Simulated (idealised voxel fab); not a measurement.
process module | voxel wiring stack
cross-section cut | 210 nm wide | cells 5 nm
A cross-section is a grid of square cells, given in bands from the top down. A band is one or more rows of cells.
Each band's line starts with the height of the band's top and of its bottom, in nm. Then come its materials from left to right, each with its width in nm. One material with "throughout" fills the band from edge to edge. "air" is empty space.
Height 0 is the level under which the wafer as received is all one material. The lowest band goes on downwards, as in "0 down".
A width such as "30 to 40" changes by the same amount from each row of cells to the next, from the band's top row to its bottom row.
"no change" after a step means that no cell of the cross-section changed.
closed voids: empty space of 8 cells or more with no open way to the top, each as width x height at its distance from the left edge, in nm
after a step's settings: what the simulator itself notes on the step
overlay nm, on a step with a mask: how far to the right of its planned place the mask lay; to the left if negative
plan
1 op RECEIVE | material Si
2 op CONFORMAL_DEP | material SiO2 | thk nm 10
3 op DIRECTIONAL_DEP | material TiN | thk nm 5
4 op DIRECTIONAL_DEP | material W | thk nm 15
5 op PATTERN | tone cover | mask id METAL_1 | material resist | width nm 30 | pitch nm 60 | thk nm 15 | overlay nm 0
6 op DIRECTIONAL_ETCH | etch materials W | depth nm 15
7 op DIRECTIONAL_ETCH | etch materials TiN | depth nm 5
8 op STRIP | etch materials resist
9 op FILL_DEP | material SiO2 | thk nm 5
10 op CMP | height nm 30
11 op CONFORMAL_DEP | material SiCN | thk nm 5
12 op DIRECTIONAL_DEP | material SiO2 | thk nm 10
13 op DIRECTIONAL_DEP | material aC | thk nm 10
14 op PATTERN | tone open | mask id PLUG_1 | material resist | width nm 15 | pitch nm 60 | thk nm 25 | overlay nm 0
15 op DIRECTIONAL_ETCH | etch materials aC | depth nm 10
16 op STRIP | etch materials resist
17 op DIRECTIONAL_ETCH | etch materials SiO2 | depth nm 10
18 op DIRECTIONAL_ETCH | etch materials SiCN | depth nm 5
19 op STRIP | etch materials aC
20 op EPI | material Ru | thk nm 10
21 op EPI | material Ru | thk nm 5
22 op CONFORMAL_DEP | material SiN | thk nm 5
23 op DIRECTIONAL_DEP | material SiO2 | thk nm 15
24 op DIRECTIONAL_DEP | material aC | thk nm 15
25 op PATTERN | tone open | mask id METAL_2 | material resist | width nm 30 | pitch nm 60 | thk nm 30 | overlay nm 0
26 op DIRECTIONAL_ETCH | etch materials aC | depth nm 15
27 op STRIP | etch materials resist
28 op DIRECTIONAL_ETCH | etch materials SiO2 | depth nm 15
29 op DIRECTIONAL_ETCH | etch materials SiN | depth nm 5
30 op STRIP | etch materials aC
31 op CONFORMAL_DEP | material TiN | thk nm 5
32 op FILL_DEP | material W | thk nm 10
33 op CMP | height nm 65
34 op CONFORMAL_DEP | material SiCN | thk nm 5
35 op DIRECTIONAL_DEP | material lowk | thk nm 15
36 op DIRECTIONAL_DEP | material aC | thk nm 10
37 op PATTERN | tone open | mask id PLUG_2 | material resist | width nm 15 | pitch nm 60 | thk nm 25 | overlay nm 0
38 op DIRECTIONAL_ETCH | etch materials aC | depth nm 10
39 op STRIP | etch materials resist
40 op DIRECTIONAL_ETCH | etch materials lowk | depth nm 15
41 op DIRECTIONAL_ETCH | etch materials SiCN | depth nm 5
42 op STRIP | etch materials aC
43 op EPI | material Ru | thk nm 10
44 op EPI | material Ru | thk nm 10
45 op DIRECTIONAL_DEP | material TiN | thk nm 5
46 op DIRECTIONAL_DEP | material Ru | thk nm 15
47 op DIRECTIONAL_DEP | material aC | thk nm 10
48 op PATTERN | tone cover | mask id METAL_3 | material resist | width nm 30 | pitch nm 60 | thk nm 25 | overlay nm 0
49 op DIRECTIONAL_ETCH | etch materials aC | depth nm 10
50 op STRIP | etch materials resist
51 op DIRECTIONAL_ETCH | etch materials Ru | depth nm 15
52 op DIRECTIONAL_ETCH | etch materials TiN | depth nm 5
53 op STRIP | etch materials aC
54 op FILL_DEP | material lowk | thk nm 5
55 op CMP | height nm 105
56 op CONFORMAL_DEP | material SiCN | thk nm 5
57 op DIRECTIONAL_DEP | material SiO2 | thk nm 20
58 op MASKED_ETCH | tone open | mask id PLUG_3 | width nm 15 | pitch nm 120 | etch materials SiO2 | depth nm 20 | overlay nm 0
59 op MASKED_ETCH | tone open | mask id PLUG_3 | width nm 15 | pitch nm 120 | etch materials SiCN | depth nm 5 | overlay nm 0
60 op CONFORMAL_DEP | material TiN | thk nm 5
61 op FILL_DEP | material Cu | thk nm 5
62 op CMP | height nm 130
63 op DIRECTIONAL_DEP | material TiN | thk nm 5
64 op DIRECTIONAL_DEP | material W | thk nm 15
65 op PATTERN | tone cover | mask id METAL_4 | material resist | width nm 30 | pitch nm 60 | thk nm 15 | overlay nm 0
66 op DIRECTIONAL_ETCH | etch materials W | depth nm 15
67 op DIRECTIONAL_ETCH | etch materials TiN | depth nm 5
68 op STRIP | etch materials resist
69 op FILL_DEP | material lowk | thk nm 10
70 op CMP | height nm 150
71 op CONFORMAL_DEP | material SiCN | thk nm 5
as received, after step 1
  0 down: Si throughout
  closed voids: none
a wafer at the end: this start, this plan, one mistake
  155 to 150: SiCN throughout
  150 to 135: lowk 30 | W 30 | lowk 30 | W 30 | lowk 30 | W 30 | lowk 30
  135 to 130: lowk 30 | TiN 30 | lowk 30 | TiN 30 | lowk 30 | TiN 30 | lowk 30
  130 to 110: SiO2 30 | TiN 5 | Cu 5 | TiN 5 | SiO2 105 | TiN 5 | Cu 5 | TiN 5 | SiO2 45
  110 to 105: SiCN 30 | TiN 15 | SiCN 105 | TiN 15 | SiCN 45
  105 to 90: lowk 30 | Ru 30 | lowk 30 | Ru 30 | lowk 30 | Ru 30 | lowk 30
  90 to 85: lowk 30 | TiN 30 | lowk 30 | TiN 30 | lowk 30 | TiN 30 | lowk 30
  85 to 70: lowk 30 | Ru 15 | lowk 45 | Ru 15 | lowk 45 | Ru 15 | lowk 45
  70 to 65: SiCN 30 | Ru 15 | SiCN 45 | Ru 15 | SiCN 45 | Ru 15 | SiCN 45
  65 to 50: SiO2 30 | TiN 5 | W 20 | TiN 5 | SiO2 30 | TiN 5 | W 20 | TiN 5 | SiO2 30 | TiN 5 | W 20 | TiN 5 | SiO2 30
  50 to 45: SiN 30 | TiN 30 | SiN 30 | TiN 30 | SiN 30 | TiN 30 | SiN 30
  45 to 35: SiO2 30 | SiN 5 | TiN 5 | SiN 5 | SiO2 45 | SiN 5 | TiN 5 | SiN 5 | SiO2 45 | SiN 5 | TiN 5 | SiN 5 | SiO2 45
  35 to 30: SiCN 30 | SiN 5 | TiN 5 | SiN 5 | SiCN 45 | SiN 5 | TiN 5 | SiN 5 | SiCN 45 | SiN 5 | TiN 5 | SiN 5 | SiCN 45
  30 to 15: W 30 | SiO2 30 | W 30 | SiO2 30 | W 30 | SiO2 30 | W 30
  15 to 10: TiN 30 | SiO2 30 | TiN 30 | SiO2 30 | TiN 30 | SiO2 30 | TiN 30
  10 to 0: SiO2 throughout
  0 down: Si throughout
  closed voids: none
what went wrong: step 5 ran as: op PATTERN | tone open | mask id METAL_1 | material resist | width nm 30 | pitch nm 60 | thk nm 15 | overlay nm 0
